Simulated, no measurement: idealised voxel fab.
process module | voxel double patterning
cross-section cut | 300 nm wide | cells 5 nm
A cross-section is a grid of square cells, given in bands from the top down. A band is one or more rows of cells.
Each band's line starts with the height of the band's top and of its bottom, in nm. Then come its materials from left to right, each with its width in nm. One material with "throughout" fills the band from edge to edge. "air" is empty space.
Height 0 is the level under which the wafer as received is all one material. The lowest band goes on downwards, as in "0 down".
A width such as "30 to 40" changes by the same amount from each row of cells to the next, from the band's top row to its bottom row.
"no change" after a step means that no cell of the cross-section changed.
closed voids: empty space of 8 cells or more with no open way to the top, each as width x height at its distance from the left edge, in nm
after a step's settings: what the simulator itself notes on the step
overlay nm, on a step with a mask: how far to the right of its planned place the mask lay; to the left if negative
plan
1 op RECEIVE | material Si
2 op CONFORMAL_DEP | material SiO2 | thk nm 5
3 op DIRECTIONAL_DEP | material W | thk nm 15
4 op DIRECTIONAL_DEP | material SiCN | thk nm 10
5 op DIRECTIONAL_DEP | material aC | thk nm 15
6 op PATTERN | tone open | mask id FIRST | material resist | width nm 15 | pitch nm 50 | thk nm 30 | overlay nm 0
7 op DIRECTIONAL_ETCH | etch materials aC | depth nm 15
8 op STRIP | etch materials resist
9 op DIRECTIONAL_ETCH | etch materials SiCN | depth nm 10
10 op STRIP | etch materials aC
11 op PATTERN | tone open | mask id SECOND | material resist | width nm 15 | pitch nm 50 | thk nm 15 | overlay nm 0
12 op DIRECTIONAL_ETCH | etch materials SiCN | depth nm 10
13 op STRIP | etch materials resist
14 op DIRECTIONAL_ETCH | etch materials W | depth nm 15
15 op STRIP | etch materials SiCN
as received, after step 1
  0 down: Si throughout
  closed voids: none
a wafer at the end: this start, this plan, one mistake
  20 to 15: W 90 | air 15 | W 10 | air 15 | W 10 | air 15 | W 10 | air 15 | W 10 | air 15 | W 95
  15 to 5: W throughout
  5 to 0: SiO2 throughout
  0 down: Si throughout
  closed voids: none
what went wrong: step 14 ran as: op DIRECTIONAL_ETCH | etch materials W | depth nm 5
